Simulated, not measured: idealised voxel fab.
process module | voxel self aligned vias
cross-section cut | 230 nm wide | cells 5 nm
A cross-section is a grid of square cells, given in bands from the top down. A band is one or more rows of cells.
Each band's line starts with the height of the band's top and of its bottom, in nm. Then come its materials from left to right, each with its width in nm. One material with "throughout" fills the band from edge to edge. "air" is empty space.
Height 0 is the level under which the wafer as received is all one material. The lowest band goes on downwards, as in "0 down".
A width such as "30 to 40" changes by the same amount from each row of cells to the next, from the band's top row to its bottom row.
"no change" after a step means that no cell of the cross-section changed.
closed voids: empty space of 8 cells or more with no open way to the top, each as width x height at its distance from the left edge, in nm
after a step's settings: what the simulator itself notes on the step
overlay nm, on a step with a mask: how far to the right of its planned place the mask lay; to the left if negative
Each pair below shows a cross-section before one step and the cross-section after it, down to the lowest band that changed. The line under each pair gives the step between them, with its settings. The pairs can come from different runs of this module on the same starting wafer, so a pair continues from the pair above only where its "before" says so.
before
  105 to 75: air 65 | resist 40 | air 125
  75 to 60: aC throughout
  60 to 40: lowk throughout
  40 to 35: lowk 70 | SiN 30 | lowk 25 | SiN 30 | lowk 75
  35 to 25: lowk 70 | TiN 5 | W 20 | TiN 5 | lowk 25 | TiN 5 | W 20 | TiN 5 | lowk 75
  25 to 20: lowk 70 | TiN 30 | lowk 25 | TiN 30 | lowk 75
  20 to 15: SiCN throughout
  15 to 0: SiO2 throughout
  0 down: Si throughout
  closed voids: none
after
  90 to 75: air 65 | resist 40 | air 125
  75 to 60: air 65 | aC 40 | air 125
  below 60: unchanged
  closed voids: none
the step between: op DIRECTIONAL_ETCH | etch materials aC | depth nm 15
before: the cross-section after the pair above
after
  75 to 60: air 65 | aC 40 | air 125
  below 60: unchanged
  closed voids: none
the step between: op STRIP | etch materials resist
before: the cross-section after the pair above
after
  75 to 60: air 65 | aC 40 | air 125
  60 to 40: air 65 | lowk 40 | air 125
  below 40: unchanged
  closed voids: none
the step between: op DIRECTIONAL_ETCH | etch materials lowk | depth nm 20
before: the cross-section after the pair above
after
  75 to 60: air 65 | aC 40 | air 125
  60 to 40: air 65 | lowk 40 | air 125
  40 to 35: lowk 70 | SiN 30 | lowk 25 | air 30 | lowk 75
  below 35: unchanged
  closed voids: none
the step between: op DIRECTIONAL_ETCH | etch materials SiN | depth nm 5
before: the cross-section after the pair above
after
  60 to 40: air 65 | lowk 40 | air 125
  below 40: unchanged
  closed voids: none
the step between: op STRIP | etch materials aC
before: the cross-section after the pair above
after
  65 to 60: air 60 | TiN 50 | air 120
  60 to 45: air 60 | TiN 5 | lowk 40 | TiN 5 | air 120
  45 to 40: TiN 65 | lowk 40 | TiN 25 | air 20 | TiN 80
  40 to 35: lowk 70 | SiN 30 | lowk 25 | TiN 30 | lowk 75
  below 35: unchanged
  closed voids: none
the step between: op CONFORMAL_DEP | material TiN | thk nm 5
before: the cross-section after the pair above
after
  75 to 65: W throughout
  65 to 60: W 60 | TiN 50 | W 120
  60 to 45: W 60 | TiN 5 | lowk 40 | TiN 5 | W 120
  45 to 40: TiN 65 | lowk 40 | TiN 25 | W 20 | TiN 80
  below 40: unchanged
  closed voids: none
the step between: op FILL_DEP | material W | thk nm 10
before: the cross-section after the pair above
after
  60 to 45: W 60 | TiN 5 | lowk 40 | TiN 5 | W 120
  below 45: unchanged
  closed voids: none
the step between: op CMP | height nm 60
before: the cross-section after the pair above
after
  65 to 60: SiN throughout
  below 60: unchanged
  closed voids: none
the step between: op CONFORMAL_DEP | material SiN | thk nm 5
